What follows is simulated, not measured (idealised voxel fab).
Process module in this document: voxel capacitor over wiring
Each square cell in cross-section cut measures 5 nm, and the section as a whole is 290 nm wide.
A cross-section is written here as square cells arranged in a grid, and it is given in bands from the top down, each band taking up one or more rows of cells. In this notation a band is specified by the heights of its top and bottom, in that order and in nm, after which its materials appear from left to right, each paired with its width in nm. The word "everywhere" attached to a single material means that material fills the band from edge to edge; the word "blank" stands for empty space. Where do heights start? At 0: under that level the wafer as delivered is made of one material only. And the lowest band has no floor; it just carries on downward, as in "0 nm and below". With a width like "30..40", each row of cells in the band differs from the next by the same amount, the top row carrying the first number and the bottom row the second. The cross-section has no changed cell in any step marked "identical to before". The label "Voids, sealed" introduces a list of the empty spaces, 8 cells or larger, that have no open way up to the top; each entry in it reads width x height at distance, where the distance is taken from the left edge and all three are stated in nm. after a step's settings: what the simulator itself notes on the step. What "overlay nm" on a step's line means: if the step has a mask, that mask lay this far to the right of its planned place, or, when the value is negative, to the left.
These are the steps we planned for the process
1. RECEIVE with material Si
2. CONFORMAL_DEP with material SiO2, thk nm 15
3. DIRECTIONAL_DEP with material TiN, thk nm 5
4. DIRECTIONAL_DEP with material W, thk nm 25
5. DIRECTIONAL_DEP with material aC, thk nm 15
6. PATTERN with tone cover, mask id METAL_1, material resist, width nm 30, pitch nm 90, thk nm 30, overlay nm 0
7. DIRECTIONAL_ETCH with etch materials aC, depth nm 15
8. STRIP with etch materials resist
9. DIRECTIONAL_ETCH with etch materials W, depth nm 25
10. DIRECTIONAL_ETCH with etch materials TiN, depth nm 5
11. STRIP with etch materials aC
12. FILL_DEP with material SiO2, thk nm 5
13. CMP with height nm 45
14. CONFORMAL_DEP with material SiCN, thk nm 5
15. DIRECTIONAL_DEP with material lowk, thk nm 20
16. MASKED_ETCH with tone open, mask id PLUG_1, width nm 15, etch materials lowk, depth nm 20, overlay nm 0
17. MASKED_ETCH with tone open, mask id PLUG_1, width nm 15, etch materials SiCN, depth nm 5, overlay nm 0
18. CONFORMAL_DEP with material TiN, thk nm 5
19. FILL_DEP with material W, thk nm 10
20. CMP with height nm 70
21. DIRECTIONAL_DEP with material TiN, thk nm 10
22. DIRECTIONAL_DEP with material Al2O3, thk nm 5
23. DIRECTIONAL_DEP with material TiN, thk nm 10
24. DIRECTIONAL_DEP with material aC, thk nm 15
25. PATTERN with tone cover, mask id UPPER_PLATE, material resist, width nm 65, thk nm 35, overlay nm 0
26. DIRECTIONAL_ETCH with etch materials aC, depth nm 15
27. STRIP with etch materials resist
28. DIRECTIONAL_ETCH with etch materials TiN, depth nm 10
29. DIRECTIONAL_ETCH with etch materials Al2O3, depth nm 5
30. STRIP with etch materials aC
31. PATTERN with tone cover, mask id LOWER_PLATE, material resist, width nm 75, thk nm 15, overlay nm 0
32. DIRECTIONAL_ETCH with etch materials TiN, depth nm 10
33. STRIP with etch materials resist
34. FILL_DEP with material SiO2, thk nm 15
35. CMP with height nm 105
36. MASKED_ETCH with tone open, mask id PLUG_2, width nm 15, etch materials SiO2, depth nm 10, overlay nm 0
37. CONFORMAL_DEP with material TiN, thk nm 5
38. FILL_DEP with material Cu, thk nm 5
39. CMP with height nm 105
40. CONFORMAL_DEP with material SiCN, thk nm 5
Cross-section, incoming material, after step 1
  0 nm and below | Si everywhere
  Voids, sealed: none
Sectioned view, first of two wafers, at the close of the module, processed as intended in the plan
  110 nm to 105 nm | SiCN everywhere
  105 nm to 100 nm | SiO2: 110  TiN: 5  Cu: 5  TiN: 5  SiO2: 165
  100 nm to 95 nm | SiO2: 110  TiN: 15  SiO2: 165
  95 nm to 85 nm | SiO2: 100  TiN: 65  SiO2: 125
  85 nm to 80 nm | SiO2: 100  Al2O3: 65  SiO2: 125
  80 nm to 70 nm | SiO2: 95  TiN: 75  SiO2: 120
  70 nm to 50 nm | lowk: 100  TiN: 5  W: 5  TiN: 5  lowk: 175
  50 nm to 45 nm | SiCN: 100  TiN: 15  SiCN: 175
  45 nm to 20 nm | SiO2: 85  W: 30  SiO2: 60  W: 30  SiO2: 85
  20 nm to 15 nm | SiO2: 85  TiN: 30  SiO2: 60  TiN: 30  SiO2: 85
  15 nm to 0 nm | SiO2 everywhere
  0 nm and below | Si everywhere
  Voids, sealed: none
Cross-sectional view of the second of two wafers upon completion of the module. This wafer shared its starting condition and process plan with the first; one error was made during its execution
  110 nm to 105 nm | SiCN everywhere
  105 nm to 100 nm | SiO2: 110  TiN: 5  Cu: 5  TiN: 5  SiO2: 165
  100 nm to 95 nm | SiO2: 110  TiN: 15  SiO2: 165
  95 nm to 85 nm | SiO2: 100  TiN: 65  SiO2: 125
  85 nm to 80 nm | SiO2: 100  Al2O3: 65  SiO2: 125
  80 nm to 70 nm | SiO2: 95  TiN: 75  SiO2: 120
  70 nm to 50 nm | lowk: 100  TiN: 5  W: 5  TiN: 5  lowk: 175
  50 nm to 45 nm | SiCN: 100  TiN: 15  SiCN: 175
  45 nm to 35 nm | SiO2: 85  W: 30  SiO2: 60  W: 30  SiO2: 85
  35 nm to 30 nm | SiO2: 85  TiN: 30  SiO2: 60  TiN: 30  SiO2: 85
  30 nm to 0 nm | SiO2 everywhere
  0 nm and below | Si everywhere
  Voids, sealed: none
What broke from the plan during processing? step 2 of the plan was carried out twice
It is noted that, at the conclusion of processing, the second wafer exhibits a higher or lower cell count for certain materials relative to the first: SiO2 +36; W -36
